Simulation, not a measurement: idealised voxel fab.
process module | voxel trench capacitor
cross-section cut | 205 nm wide | cells 5 nm
A cross-section is a grid of square cells, given in bands from the top down. A band is one or more rows of cells.
Each band's line starts with the height of the band's top and of its bottom, in nm. Then come its materials from left to right, each with its width in nm. One material with "throughout" fills the band from edge to edge. "air" is empty space.
Height 0 is the level under which the wafer as received is all one material. The lowest band goes on downwards, as in "0 down".
A width such as "30 to 40" changes by the same amount from each row of cells to the next, from the band's top row to its bottom row.
"no change" after a step means that no cell of the cross-section changed.
closed voids: empty space of 8 cells or more with no open way to the top, each as width x height at its distance from the left edge, in nm
after a step's settings: what the simulator itself notes on the step
overlay nm, on a step with a mask: how far to the right of its planned place the mask lay; to the left if negative
plan
1 op RECEIVE | material Si
2 op CONFORMAL_DEP | material SiN | thk nm 10
3 op MASKED_ETCH | tone open | mask id TRENCH | width nm 25 | pitch nm 40 | etch materials SiN | depth nm 10 | overlay nm 0
4 op MASKED_ETCH | tone open | mask id TRENCH | width nm 25 | pitch nm 40 | etch materials Si | depth nm 30 | overlay nm 0
5 op CONFORMAL_DEP | material SiO2 | thk nm 5
6 op FILL_DEP | material polySi | thk nm 5
7 op CMP | height nm 10
as received, after step 1
  0 down: Si throughout
  closed voids: none
first wafer at the end, as planned
  10 to 0: SiN 70 | SiO2 5 | polySi 15 | SiO2 5 | SiN 15 | SiO2 5 | polySi 15 | SiO2 5 | SiN 70
  0 to -25: Si 70 | SiO2 5 | polySi 15 | SiO2 5 | Si 15 | SiO2 5 | polySi 15 | SiO2 5 | Si 70
  -25 to -30: Si 70 | SiO2 25 | Si 15 | SiO2 25 | Si 70
  -30 down: Si throughout
  closed voids: none
second wafer at the end: like start, like plan, one mistake
  10 to 0: SiN 70 | SiO2 5 | polySi 15 | SiO2 5 | SiN 15 | SiO2 5 | polySi 15 | SiO2 5 | SiN 70
  0 to -35: Si 70 | SiO2 5 | polySi 15 | SiO2 5 | Si 15 | SiO2 5 | polySi 15 | SiO2 5 | Si 70
  -35 to -40: Si 70 | SiO2 25 | Si 15 | SiO2 25 | Si 70
  -40 down: Si throughout
  closed voids: none
what went wrong: step 4 ran as: op MASKED_ETCH | tone open | mask id TRENCH | width nm 25 | pitch nm 40 | etch materials Si | depth nm 40 | overlay nm 0
at the end the second wafer has, in cells: 20 fewer of Si | 8 more of SiO2 | 12 more of polySi
